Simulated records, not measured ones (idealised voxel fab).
Process module in this document: voxel gate over fins
The figure presents cross-section cut, which has a width of 235 nm and is divided into square cells with an edge length of 5 nm.
Bands, listed from the top down, are how a cross-section gets written in this document; the cross-section itself is a grid of square cells, and a band is one or more rows of them.
Within each band entry, the heights of the top and of the bottom of the band appear first, in that order and in nm; the materials of the band then follow from left to right, each with its corresponding width in nm. The designation "all across" on a single material indicates that it fills the band from edge to edge; the designation "blank" indicates empty space.
Counting heights begins at 0, where everything beneath is, in the wafer as received, one material. The lowest band has no bottom; it goes on downwards, as "0..down" shows.
Width: "30->40" (first number = top row, second number = bottom row, same change from row to row of cells).
"stayed the same" -> step changed no cross-section cell.
"Closed internal cavities": empty spaces of 8 cells or more with no open way to the top, each given as width x height at distance, distance from the left edge, all in nm.
Heads up: the bit after the settings on a step's line is the simulator's remark on that step.
"overlay nm" on a masked step: distance the mask lay right of its planned place, negative for left.

-- Process steps - plan
- 1: RECEIVE: material Si
- 2: CONFORMAL_DEP: material SiN, thk nm 5
- 3: MASKED_ETCH: tone cover, mask id FINS, width nm 15, pitch nm 50, etch materials SiN, depth nm 5, overlay nm 0
- 4: MASKED_ETCH: tone cover, mask id FINS, width nm 15, pitch nm 50, etch materials Si, depth nm 35, overlay nm 0
- 5: FILL_DEP: material SiO2, thk nm 10
- 6: CMP: height nm 5
- 7: DIRECTIONAL_DEP: material aC, thk nm 10
- 8: PATTERN: tone open, mask id RAIL, material resist, width nm 15, thk nm 30, overlay nm 0
- 9: DIRECTIONAL_ETCH: etch materials aC, depth nm 10
- 10: STRIP: etch materials resist
- 11: DIRECTIONAL_ETCH: etch materials SiO2, depth nm 35
- 12: STRIP: etch materials aC
- 13: CONFORMAL_DEP: material TiN, thk nm 5
- 14: FILL_DEP: material W, thk nm 10
- 15: CMP: height nm 5
- 16: SELECTIVE_ETCH: etch materials W Ru TiN, depth nm 20
- 17: FILL_DEP: material SiO2, thk nm 5
- 18: CMP: height nm 5
- 19: SELECTIVE_ETCH: etch materials SiO2, depth nm 15
- 20: STRIP: etch materials SiN
- 21: CONFORMAL_DEP: material HfO2, thk nm 5
- 22: CONFORMAL_DEP: material TiN, thk nm 5
- 23: CONFORMAL_DEP: material TiAl, thk nm 5
- 24: CONFORMAL_DEP: material TiN, thk nm 5
- 25: FILL_DEP: material W, thk nm 15
- 26: CMP: height nm 30
- 27: CONFORMAL_DEP: material SiCN, thk nm 10

-- Cross-sectional view of the wafer in its as-received condition, corresponding to the state after step 1
	0..down = Si all across
	Closed internal cavities: none

-- Starting structure and process plan are as shown above, but one mistake was made in running the module; the wafer cross-section at the end of the module follows
	40..30 = SiCN all across
	30..15 = W all across
	15..5 = 20 nm W, then 45 nm TiN, then 5 nm W, then 45 nm TiN, then 5 nm W, then 45 nm TiN, then 5 nm W, then 45 nm TiN, then 20 nm W
	5..0 = 30 nm TiN, then 25 nm HfO2, then 25 nm TiN, then 25 nm HfO2, then 25 nm TiN, then 25 nm HfO2, then 25 nm TiN, then 25 nm HfO2, then 30 nm TiN
	0..-5 = 30 nm TiN, then 5 nm HfO2, then 15 nm Si, then 5 nm HfO2, then 25 nm TiN, then 5 nm HfO2, then 15 nm Si, then 5 nm HfO2, then 25 nm TiN, then 5 nm HfO2, then 15 nm Si, then 5 nm HfO2, then 25 nm TiN, then 5 nm HfO2, then 15 nm Si, then 5 nm HfO2, then 30 nm TiN
	-5..-10 = 35 nm HfO2, then 15 nm Si, then 35 nm HfO2, then 15 nm Si, then 35 nm HfO2, then 15 nm Si, then 35 nm HfO2, then 15 nm Si, then 35 nm HfO2
	-10..-15 = 35 nm SiO2, then 15 nm Si, then 35 nm SiO2, then 15 nm Si, then 35 nm SiO2, then 15 nm Si, then 35 nm SiO2, then 15 nm Si, then 35 nm SiO2
	-15..-25 = 35 nm SiO2, then 15 nm Si, then 10 nm SiO2, then 5 nm TiN, then 5 nm W, then 5 nm TiN, then 10 nm SiO2, then 15 nm Si, then 35 nm SiO2, then 15 nm Si, then 35 nm SiO2, then 15 nm Si, then 35 nm SiO2
	-25..-30 = 35 nm SiO2, then 15 nm Si, then 10 nm SiO2, then 15 nm TiN, then 10 nm SiO2, then 15 nm Si, then 35 nm SiO2, then 15 nm Si, then 35 nm SiO2, then 15 nm Si, then 35 nm SiO2
	-30..-35 = 35 nm SiO2, then 15 nm Si, then 35 nm SiO2, then 15 nm Si, then 35 nm SiO2, then 15 nm Si, then 35 nm SiO2, then 15 nm Si, then 35 nm SiO2
	-35..down = Si all across
	Closed internal cavities: none
Want to know what went wrong? step 23 of the plan: omitted, not performed
